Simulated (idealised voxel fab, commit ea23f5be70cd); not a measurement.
Name of the process module below: voxel fin reveal
The cross-section shown here is cut; it is 205 nm wide and divided into square cells measuring 5 nm on a side.
For the purposes of this document, a cross-section shall be understood as a grid of square cells, specified as bands listed in top-to-bottom order, each band consisting of one or more rows of cells. The entry gives the band's vertical extent as a top height and a bottom height in nm, then its horizontal make-up as materials from left to right, each with a width in nm. "blank" stands for empty space; a single material marked "full width" fills the band edge to edge. Convention: height 0 is the level below which the wafer, as received, is all one material. The lowest band does not terminate at the bottom but continues downward, represented as "0..down". You'd read "30 to 40" like this: the band's top row of cells is as wide as the first number, its bottom row is as wide as the second, and going down, every row changes width by the same amount as the row before did. Step marked "nothing got changed"? Then no cell in the cross-section changed in it. Each empty space that has no open way to the top and spans at least 8 cells appears under "Voids, fully enclosed" as width x height at distance, the distance counted from the left edge, all in nm. Step line, after settings: the simulator's comment on this step. The "overlay nm" setting may appear on a step's line; for a step that uses a mask, it gives how far to the right of its planned position the mask lay, and a negative value indicates the left.

So here's the lineup of process steps we planned
1: RECEIVE: material Si
2: CONFORMAL_DEP: material SiN, thk nm 10
3: DIRECTIONAL_DEP: material aC, thk nm 10
4: PATTERN: tone cover, mask id FINS, material resist, width nm 15, pitch nm 35, thk nm 30, overlay nm 0
5: DIRECTIONAL_ETCH: etch materials aC, depth nm 10
6: STRIP: etch materials resist
7: DIRECTIONAL_ETCH: etch materials SiN, depth nm 10
8: DIRECTIONAL_ETCH: etch materials Si, depth nm 35
9: STRIP: etch materials aC
10: FILL_DEP: material SiO2, thk nm 5
11: CMP: height nm 10
12: SELECTIVE_ETCH: etch materials SiO2, depth nm 20
13: STRIP: etch materials SiN
14: CONFORMAL_DEP: material HfO2, thk nm 5

Incoming wafer in cross-section (state: after step 1)
	0..down = Si full width
	Voids, fully enclosed: none

First of two wafers, end-of-module section, run followed plan
	5..0 = blank=55, HfO2=25, blank=10, HfO2=25, blank=10, HfO2=25, blank=55
	0..-5 = blank=55, HfO2=5, Si=15, HfO2=5, blank=10, HfO2=5, Si=15, HfO2=5, blank=10, HfO2=5, Si=15, HfO2=5, blank=55
	-5..-10 = HfO2=60, Si=15, HfO2=20, Si=15, HfO2=20, Si=15, HfO2=60
	-10..-35 = SiO2=60, Si=15, SiO2=20, Si=15, SiO2=20, Si=15, SiO2=60
	-35..down = Si full width
	Voids, fully enclosed: none

What the second wafer looks like in cross-section once the module is done. Its start and its plan matched the first wafer's exactly; what differed was one mistake in how it was run
	5..0 = HfO2=65, blank=5, HfO2=30, blank=5, HfO2=30, blank=5, HfO2=65
	0..-5 = Si=60, HfO2=5, blank=5, HfO2=5, Si=20, HfO2=5, blank=5, HfO2=5, Si=20, HfO2=5, blank=5, HfO2=5, Si=60
	-5..-10 = Si=60, HfO2=15, Si=20, HfO2=15, Si=20, HfO2=15, Si=60
	-10..-35 = Si=60, SiO2=15, Si=20, SiO2=15, Si=20, SiO2=15, Si=60
	-35..down = Si full width
	Voids, fully enclosed: none
What was the processing mistake? step 4 deviated from plan and actually ran as PATTERN: tone open, mask id FINS, material resist, width nm 15, pitch nm 35, thk nm 30, overlay nm 0
Count the cells at the end and the second wafer has more or fewer of some materials than the first: Si: 161 more | SiO2: 115 fewer
